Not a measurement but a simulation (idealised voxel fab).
process module | voxel transistor to metal
cross-section cut | 150 nm wide | cells 5 nm
A cross-section is a grid of square cells, given in bands from the top down. A band is one or more rows of cells.
Each band's line starts with the height of the band's top and of its bottom, in nm. Then come its materials from left to right, each with its width in nm. One material with "throughout" fills the band from edge to edge. "air" is empty space.
Height 0 is the level under which the wafer as received is all one material. The lowest band goes on downwards, as in "0 down".
A width such as "30 to 40" changes by the same amount from each row of cells to the next, from the band's top row to its bottom row.
"no change" after a step means that no cell of the cross-section changed.
closed voids: empty space of 8 cells or more with no open way to the top, each as width x height at its distance from the left edge, in nm
after a step's settings: what the simulator itself notes on the step
overlay nm, on a step with a mask: how far to the right of its planned place the mask lay; to the left if negative
plan
1 op RECEIVE | material Si
2 op OXIDIZE | depth nm 5
3 op CONFORMAL_DEP | material SiN | thk nm 15
4 op MASKED_ETCH | tone cover | mask id ACTIVE | width nm 105 | etch materials SiN | depth nm 15 | overlay nm 0
5 op MASKED_ETCH | tone cover | mask id ACTIVE | width nm 105 | etch materials SiO2 | depth nm 5 | overlay nm 0
6 op MASKED_ETCH | tone cover | mask id ACTIVE | width nm 105 | etch materials Si | depth nm 35 | overlay nm 0
7 op OXIDIZE | depth nm 5
8 op FILL_DEP | material SiO2 | thk nm 5
9 op CMP | height nm 15
10 op SELECTIVE_ETCH | etch materials SiO2 | depth nm 10
11 op STRIP | etch materials SiN
12 op SELECTIVE_ETCH | etch materials SiO2 | depth nm 5
13 op OXIDIZE | depth nm 5
14 op DIRECTIONAL_DEP | material polySi | thk nm 20
15 op DIRECTIONAL_DEP | material SiCN | thk nm 10
16 op MASKED_ETCH | tone cover | mask id GATE | width nm 25 | etch materials SiCN | depth nm 20 | overlay nm 0
17 op MASKED_ETCH | tone cover | mask id GATE | width nm 25 | etch materials polySi | depth nm 30 | overlay nm 0
18 op CONFORMAL_DEP | material SiN | thk nm 10
19 op DIRECTIONAL_ETCH | etch materials SiN | depth nm 10
20 op DIRECTIONAL_ETCH | etch materials SiO2 | depth nm 5
21 op DIRECTIONAL_ETCH | etch materials Si | depth nm 15
22 op EPI | material nSi | thk nm 15
23 op FILL_DEP | material SiO2 | thk nm 10
24 op CMP | height nm 25
25 op DIRECTIONAL_DEP | material SiO2 | thk nm 15
26 op PATTERN | tone open | mask id CONTACT | material resist | width nm 15 | pitch nm 80 | thk nm 15 | overlay nm 0
27 op DIRECTIONAL_ETCH | etch materials SiO2 | depth nm 50
28 op STRIP | etch materials resist
29 op CONFORMAL_DEP | material TiN | thk nm 5
30 op FILL_DEP | material W | thk nm 10
31 op CMP | height nm 40
32 op CONFORMAL_DEP | material SiN | thk nm 5
33 op DIRECTIONAL_DEP | material lowk | thk nm 25
34 op DIRECTIONAL_DEP | material aC | thk nm 10
35 op PATTERN | tone open | mask id METAL_1 | material resist | width nm 15 | pitch nm 80 | thk nm 25 | overlay nm 0
36 op DIRECTIONAL_ETCH | etch materials aC | depth nm 10
37 op STRIP | etch materials resist
38 op DIRECTIONAL_ETCH | etch materials lowk | depth nm 25
39 op DIRECTIONAL_ETCH | etch materials SiN | depth nm 5
40 op STRIP | etch materials aC
41 op CONFORMAL_DEP | material TiN | thk nm 5
42 op FILL_DEP | material Cu | thk nm 5
43 op CMP | height nm 70
44 op CONFORMAL_DEP | material SiN | thk nm 5
first wafer, as planned
as received, after step 1
  0 down: Si throughout
  closed voids: none
after step 2
  0 to -5: SiO2 throughout
  below -5: unchanged
after step 3
  15 to 0: SiN throughout
  below 0: unchanged
after step 4
  15 to 0: air 20 | SiN 105 | air 25
  below 0: unchanged
after step 5
  15 to 0: air 20 | SiN 105 | air 25
  0 to -5: air 20 | SiO2 105 | air 25
  below -5: unchanged
after step 6
  15 to 0: air 20 | SiN 105 | air 25
  0 to -5: air 20 | SiO2 105 | air 25
  -5 to -40: air 20 | Si 105 | air 25
  below -40: unchanged
after step 7
  15 to 0: air 20 | SiN 105 | air 25
  0 to -5: air 20 | SiO2 105 | air 25
  -5 to -40: air 20 | SiO2 5 | Si 95 | SiO2 5 | air 25
  -40 to -45: SiO2 25 | Si 95 | SiO2 30
  below -45: unchanged
after step 8
  20 to 15: SiO2 throughout
  15 to 0: SiO2 20 | SiN 105 | SiO2 25
  0 to -5: SiO2 throughout
  -5 to -45: SiO2 25 | Si 95 | SiO2 30
  below -45: unchanged
after step 9
  15 to 0: SiO2 20 | SiN 105 | SiO2 25
  below 0: unchanged
after step 10
  15 to 5: air 20 | SiN 105 | air 25
  below 5: unchanged
after step 11
  5 to 0: SiO2 20 | air 105 | SiO2 25
  below 0: unchanged
after step 12
  0 to -5: SiO2 15 | air 115 | SiO2 20
  below -5: unchanged
after step 13
  0 to -5: SiO2 15 | air 115 | SiO2 20
  -5 to -10: SiO2 throughout
  below -10: unchanged
after step 14
  20 to 15: polySi 15 | air 115 | polySi 20
  15 to 0: polySi throughout
  0 to -5: SiO2 15 | polySi 115 | SiO2 20
  below -5: unchanged
after step 15
  30 to 25: SiCN 15 | air 115 | SiCN 20
  25 to 20: SiCN throughout
  20 to 15: polySi 15 | SiCN 115 | polySi 20
  below 15: unchanged
after step 16
  25 to 20: air 60 | SiCN 25 | air 65
  20 to 15: polySi 15 | air 45 | SiCN 25 | air 45 | polySi 20
  below 15: unchanged
after step 17
  25 to 15: air 60 | SiCN 25 | air 65
  15 to 0: air 60 | polySi 25 | air 65
  0 to -5: SiO2 15 | air 45 | polySi 25 | air 45 | SiO2 20
  below -5: unchanged
after step 18
  35 to 25: air 50 | SiN 45 | air 55
  25 to 15: air 50 | SiN 10 | SiCN 25 | SiN 10 | air 55
  15 to 10: air 50 | SiN 10 | polySi 25 | SiN 10 | air 55
  10 to 5: SiN 25 | air 25 | SiN 10 | polySi 25 | SiN 10 | air 25 | SiN 30
  5 to 0: SiN 60 | polySi 25 | SiN 65
  0 to -5: SiO2 15 | SiN 45 | polySi 25 | SiN 45 | SiO2 20
  below -5: unchanged
after step 19
  25 to 15: air 50 | SiN 10 | SiCN 25 | SiN 10 | air 55
  15 to 0: air 50 | SiN 10 | polySi 25 | SiN 10 | air 55
  0 to -5: SiO2 15 | SiN 10 | air 25 | SiN 10 | polySi 25 | SiN 10 | air 25 | SiN 10 | SiO2 20
  below -5: unchanged
after step 20
  25 to 15: air 50 | SiN 10 | SiCN 25 | SiN 10 | air 55
  15 to 0: air 50 | SiN 10 | polySi 25 | SiN 10 | air 55
  0 to -5: air 15 | SiN 10 | air 25 | SiN 10 | polySi 25 | SiN 10 | air 25 | SiN 10 | air 20
  -5 to -10: SiO2 25 | air 25 | SiO2 45 | air 25 | SiO2 30
  below -10: unchanged
after step 21
  25 to 15: air 50 | SiN 10 | SiCN 25 | SiN 10 | air 55
  15 to 0: air 50 | SiN 10 | polySi 25 | SiN 10 | air 55
  0 to -5: air 15 | SiN 10 | air 25 | SiN 10 | polySi 25 | SiN 10 | air 25 | SiN 10 | air 20
  -5 to -10: SiO2 25 | air 25 | SiO2 45 | air 25 | SiO2 30
  -10 to -25: SiO2 25 | air 25 | Si 45 | air 25 | SiO2 30
  below -25: unchanged
after step 22
  25 to 15: air 50 | SiN 10 | SiCN 25 | SiN 10 | air 55
  15 to 5: air 50 | SiN 10 | polySi 25 | SiN 10 | air 55
  5 to 0: air 35 | nSi 15 | SiN 10 | polySi 25 | SiN 10 | nSi 15 | air 40
  0 to -5: air 15 | SiN 10 | air 10 | nSi 15 | SiN 10 | polySi 25 | SiN 10 | nSi 15 | air 10 | SiN 10 | air 20
  -5 to -10: SiO2 25 | air 10 | nSi 15 | SiO2 45 | nSi 15 | air 10 | SiO2 30
  -10 to -25: SiO2 25 | nSi 25 | Si 45 | nSi 25 | SiO2 30
  below -25: unchanged
after step 23
  35 to 25: SiO2 throughout
  25 to 15: SiO2 50 | SiN 10 | SiCN 25 | SiN 10 | SiO2 55
  15 to 5: SiO2 50 | SiN 10 | polySi 25 | SiN 10 | SiO2 55
  5 to 0: SiO2 35 | nSi 15 | SiN 10 | polySi 25 | SiN 10 | nSi 15 | SiO2 40
  0 to -5: SiO2 15 | SiN 10 | SiO2 10 | nSi 15 | SiN 10 | polySi 25 | SiN 10 | nSi 15 | SiO2 10 | SiN 10 | SiO2 20
  -5 to -10: SiO2 35 | nSi 15 | SiO2 45 | nSi 15 | SiO2 40
  below -10: unchanged
after step 24
  25 to 15: SiO2 50 | SiN 10 | SiCN 25 | SiN 10 | SiO2 55
  below 15: unchanged
after step 25
  40 to 25: SiO2 throughout
  below 25: unchanged
after step 26
  55 to 40: resist 25 | air 15 | resist 65 | air 15 | resist 30
  below 40: unchanged
after step 27
  55 to 40: resist 25 | air 15 | resist 65 | air 15 | resist 30
  40 to 25: SiO2 25 | air 15 | SiO2 65 | air 15 | SiO2 30
  25 to 15: SiO2 25 | air 15 | SiO2 10 | SiN 10 | SiCN 25 | SiN 10 | SiO2 10 | air 15 | SiO2 30
  15 to 5: SiO2 25 | air 15 | SiO2 10 | SiN 10 | polySi 25 | SiN 10 | SiO2 10 | air 15 | SiO2 30
  5 to 0: SiO2 25 | air 10 | nSi 15 | SiN 10 | polySi 25 | SiN 10 | nSi 15 | air 10 | SiO2 30
  0 to -5: SiO2 15 | SiN 10 | air 10 | nSi 15 | SiN 10 | polySi 25 | SiN 10 | nSi 15 | air 10 | SiN 10 | SiO2 20
  -5 to -10: SiO2 25 | air 10 | nSi 15 | SiO2 45 | nSi 15 | air 10 | SiO2 30
  below -10: unchanged
after step 28
  40 to 25: SiO2 25 | air 15 | SiO2 65 | air 15 | SiO2 30
  below 25: unchanged
after step 29
  45 to 40: TiN 30 | air 5 | TiN 75 | air 5 | TiN 35
  40 to 25: SiO2 25 | TiN 5 | air 5 | TiN 5 | SiO2 65 | TiN 5 | air 5 | TiN 5 | SiO2 30
  25 to 15: SiO2 25 | TiN 5 | air 5 | TiN 5 | SiO2 10 | SiN 10 | SiCN 25 | SiN 10 | SiO2 10 | TiN 5 | air 5 | TiN 5 | SiO2 30
  15 to 10: SiO2 25 | TiN 5 | air 5 | TiN 5 | SiO2 10 | SiN 10 | polySi 25 | SiN 10 | SiO2 10 | TiN 5 | air 5 | TiN 5 | SiO2 30
  10 to 5: SiO2 25 | TiN 15 | SiO2 10 | SiN 10 | polySi 25 | SiN 10 | SiO2 10 | TiN 15 | SiO2 30
  5 to 0: SiO2 25 | TiN 10 | nSi 15 | SiN 10 | polySi 25 | SiN 10 | nSi 15 | TiN 10 | SiO2 30
  0 to -5: SiO2 15 | SiN 10 | TiN 10 | nSi 15 | SiN 10 | polySi 25 | SiN 10 | nSi 15 | TiN 10 | SiN 10 | SiO2 20
  -5 to -10: SiO2 25 | TiN 10 | nSi 15 | SiO2 45 | nSi 15 | TiN 10 | SiO2 30
  below -10: unchanged
after step 30
  55 to 45: W throughout
  45 to 40: TiN 30 | W 5 | TiN 75 | W 5 | TiN 35
  40 to 25: SiO2 25 | TiN 5 | W 5 | TiN 5 | SiO2 65 | TiN 5 | W 5 | TiN 5 | SiO2 30
  25 to 15: SiO2 25 | TiN 5 | W 5 | TiN 5 | SiO2 10 | SiN 10 | SiCN 25 | SiN 10 | SiO2 10 | TiN 5 | W 5 | TiN 5 | SiO2 30
  15 to 10: SiO2 25 | TiN 5 | W 5 | TiN 5 | SiO2 10 | SiN 10 | polySi 25 | SiN 10 | SiO2 10 | TiN 5 | W 5 | TiN 5 | SiO2 30
  below 10: unchanged
after step 31
  40 to 25: SiO2 25 | TiN 5 | W 5 | TiN 5 | SiO2 65 | TiN 5 | W 5 | TiN 5 | SiO2 30
  below 25: unchanged
after step 32
  45 to 40: SiN throughout
  below 40: unchanged
after step 33
  70 to 45: lowk throughout
  below 45: unchanged
after step 34
  80 to 70: aC throughout
  below 70: unchanged
after step 35
  105 to 80: resist 25 | air 15 | resist 65 | air 15 | resist 30
  below 80: unchanged
after step 36
  95 to 80: resist 25 | air 15 | resist 65 | air 15 | resist 30
  80 to 70: aC 25 | air 15 | aC 65 | air 15 | aC 30
  below 70: unchanged
after step 37
  80 to 70: aC 25 | air 15 | aC 65 | air 15 | aC 30
  below 70: unchanged
after step 38
  80 to 70: aC 25 | air 15 | aC 65 | air 15 | aC 30
  70 to 45: lowk 25 | air 15 | lowk 65 | air 15 | lowk 30
  below 45: unchanged
after step 39
  80 to 70: aC 25 | air 15 | aC 65 | air 15 | aC 30
  70 to 45: lowk 25 | air 15 | lowk 65 | air 15 | lowk 30
  45 to 40: SiN 25 | air 15 | SiN 65 | air 15 | SiN 30
  below 40: unchanged
after step 40
  70 to 45: lowk 25 | air 15 | lowk 65 | air 15 | lowk 30
  below 45: unchanged
after step 41
  75 to 70: TiN 30 | air 5 | TiN 75 | air 5 | TiN 35
  70 to 45: lowk 25 | TiN 5 | air 5 | TiN 5 | lowk 65 | TiN 5 | air 5 | TiN 5 | lowk 30
  45 to 40: SiN 25 | TiN 15 | SiN 65 | TiN 15 | SiN 30
  below 40: unchanged
after step 42
  80 to 75: Cu throughout
  75 to 70: TiN 30 | Cu 5 | TiN 75 | Cu 5 | TiN 35
  70 to 45: lowk 25 | TiN 5 | Cu 5 | TiN 5 | lowk 65 | TiN 5 | Cu 5 | TiN 5 | lowk 30
  below 45: unchanged
after step 43
  70 to 45: lowk 25 | TiN 5 | Cu 5 | TiN 5 | lowk 65 | TiN 5 | Cu 5 | TiN 5 | lowk 30
  below 45: unchanged
after step 44
  75 to 70: SiN throughout
  below 70: unchanged
second wafer: like start, like plan, one mistake. Through step 30 it matches the first wafer
when step 31 should have ended: no change
when step 32 should have ended
  60 to 55: SiN throughout
  below 55: unchanged
when step 33 should have ended
  85 to 60: lowk throughout
  below 60: unchanged
when step 34 should have ended
  95 to 85: aC throughout
  below 85: unchanged
when step 35 should have ended
  120 to 95: resist 25 | air 15 | resist 65 | air 15 | resist 30
  below 95: unchanged
when step 36 should have ended
  110 to 95: resist 25 | air 15 | resist 65 | air 15 | resist 30
  95 to 85: aC 25 | air 15 | aC 65 | air 15 | aC 30
  below 85: unchanged
when step 37 should have ended
  95 to 85: aC 25 | air 15 | aC 65 | air 15 | aC 30
  below 85: unchanged
when step 38 should have ended
  95 to 85: aC 25 | air 15 | aC 65 | air 15 | aC 30
  85 to 60: lowk 25 | air 15 | lowk 65 | air 15 | lowk 30
  below 60: unchanged
when step 39 should have ended
  95 to 85: aC 25 | air 15 | aC 65 | air 15 | aC 30
  85 to 60: lowk 25 | air 15 | lowk 65 | air 15 | lowk 30
  60 to 55: SiN 25 | air 15 | SiN 65 | air 15 | SiN 30
  below 55: unchanged
when step 40 should have ended
  85 to 60: lowk 25 | air 15 | lowk 65 | air 15 | lowk 30
  below 60: unchanged
when step 41 should have ended
  90 to 85: TiN 30 | air 5 | TiN 75 | air 5 | TiN 35
  85 to 60: lowk 25 | TiN 5 | air 5 | TiN 5 | lowk 65 | TiN 5 | air 5 | TiN 5 | lowk 30
  60 to 55: SiN 25 | TiN 15 | SiN 65 | TiN 15 | SiN 30
  below 55: unchanged
when step 42 should have ended
  95 to 90: Cu throughout
  90 to 85: TiN 30 | Cu 5 | TiN 75 | Cu 5 | TiN 35
  85 to 60: lowk 25 | TiN 5 | Cu 5 | TiN 5 | lowk 65 | TiN 5 | Cu 5 | TiN 5 | lowk 30
  below 60: unchanged
when step 43 should have ended
  70 to 60: lowk 25 | TiN 5 | Cu 5 | TiN 5 | lowk 65 | TiN 5 | Cu 5 | TiN 5 | lowk 30
  below 60: unchanged
when step 44 should have ended
  75 to 70: SiN throughout
  below 70: unchanged
what went wrong: step 31 was left out
at the end the second wafer has, in cells: 6 fewer of Cu | 16 more of TiN | 62 more of W | 72 fewer of lowk
